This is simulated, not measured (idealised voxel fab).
Process module name: voxel double patterning
For reference, the cross-section in this document is cut, with width 295 nm and square cells of 5 nm.
A cross-section in this document is a grid of square cells, and it is written down as bands, the top band listed before the ones below it; a band is made up of one or more rows of cells.
Basically the band line says how high the top is and how high the bottom is, in nm, and then what's in it from left to right, every material with its width in nm. Empty space shows up as "blank", and if a single material carries "everywhere" it runs the full band edge to edge.
Basically, 0 is our baseline, since under it the wafer straight out of the box is all one material. The bottom band has no lower end and keeps on going down, so it looks like "0..down".
Note: "30..40" means the width goes from the first number (top row of the band) to the second number (bottom row) in equal steps per row of cells.
Step note "remains unaltered" = no cross-section cell changed.
Enclosed voids (no open way to top), threshold 8 cells or more, entry "Sealed internal cavities", notation width x height at distance, distance from left edge, nm.
Note: text after step settings on the step line = simulator remark on that step.
"overlay nm" answers the question of how far to the right of plan the mask lay on a step that has a mask, and when it is negative the answer is to the left.

Process steps - plan:
step 1: RECEIVE: material Si
step 2: CONFORMAL_DEP: material SiN, thk nm 5
step 3: DIRECTIONAL_DEP: material SiO2, thk nm 15
step 4: DIRECTIONAL_DEP: material SiCN, thk nm 10
step 5: MASKED_ETCH: tone open, mask id FIRST, width nm 15, pitch nm 50, etch materials SiCN, depth nm 10, overlay nm 0
step 6: MASKED_ETCH: tone open, mask id SECOND, width nm 15, etch materials SiCN, depth nm 10, overlay nm 0
step 7: DIRECTIONAL_ETCH: etch materials SiO2, depth nm 15
step 8: STRIP: etch materials SiCN

What follows covers the first of two wafers; it ran as planned:

Received-state cross-section, reflecting completion of step 1:
> 0..down | Si everywhere
> Sealed internal cavities: none

State of the wafer after step 2, shown in cross-section:
> 5..0 | SiN everywhere
> Rest of section, below 0: as before.

State of the wafer after step 3, shown in cross-section:
> 20..5 | SiO2 everywhere
> Rest of section, below 5: as before.

State of the wafer after step 4, shown in cross-section:
> 30..20 | SiCN everywhere
> Rest of section, below 20: as before.

State of the wafer after step 5, shown in cross-section:
> 30..20 | SiCN 115; blank 15; SiCN 35; blank 15; SiCN 115
> Rest of section, below 20: as before.

State of the wafer after step 6, shown in cross-section:
> 30..20 | SiCN 115; blank 15; SiCN 10; blank 15; SiCN 10; blank 15; SiCN 115
> Rest of section, below 20: as before.

State of the wafer after step 7, shown in cross-section:
> 30..20 | SiCN 115; blank 15; SiCN 10; blank 15; SiCN 10; blank 15; SiCN 115
> 20..5 | SiO2 115; blank 15; SiO2 10; blank 15; SiO2 10; blank 15; SiO2 115
> Rest of section, below 5: as before.

State of the wafer after step 8, shown in cross-section:
> 20..5 | SiO2 115; blank 15; SiO2 10; blank 15; SiO2 10; blank 15; SiO2 115
> Rest of section, below 5: as before.

Now the other wafer: same start, same recipe, but we messed up one thing when running it. Up to and including step 4 it's the same as the first one:

X-section, second wafer, when step 5 was due to finish:
> 30..20 | SiCN 120; blank 15; SiCN 35; blank 15; SiCN 110
> Rest of section, below 20: as before.

X-section, second wafer, when step 6 was due to finish:
> 30..20 | SiCN 120; blank 15; SiCN 5; blank 15; SiCN 15; blank 15; SiCN 110
> Rest of section, below 20: as before.

X-section, second wafer, when step 7 was due to finish:
> 30..20 | SiCN 120; blank 15; SiCN 5; blank 15; SiCN 15; blank 15; SiCN 110
> 20..5 | SiO2 120; blank 15; SiO2 5; blank 15; SiO2 15; blank 15; SiO2 110
> Rest of section, below 5: as before.

X-section, second wafer, when step 8 was due to finish:
> 20..5 | SiO2 120; blank 15; SiO2 5; blank 15; SiO2 15; blank 15; SiO2 110
> Rest of section, below 5: as before.
Which mistake was made when the wafer was run? step 5 ran differently from the plan; actual operation with settings: MASKED_ETCH: tone open, mask id FIRST, width nm 15, pitch nm 50, etch materials SiCN, depth nm 10, overlay nm 5
Tallied in cells, the final second wafer holds each material in the same quantity as the first, although not at the same places.
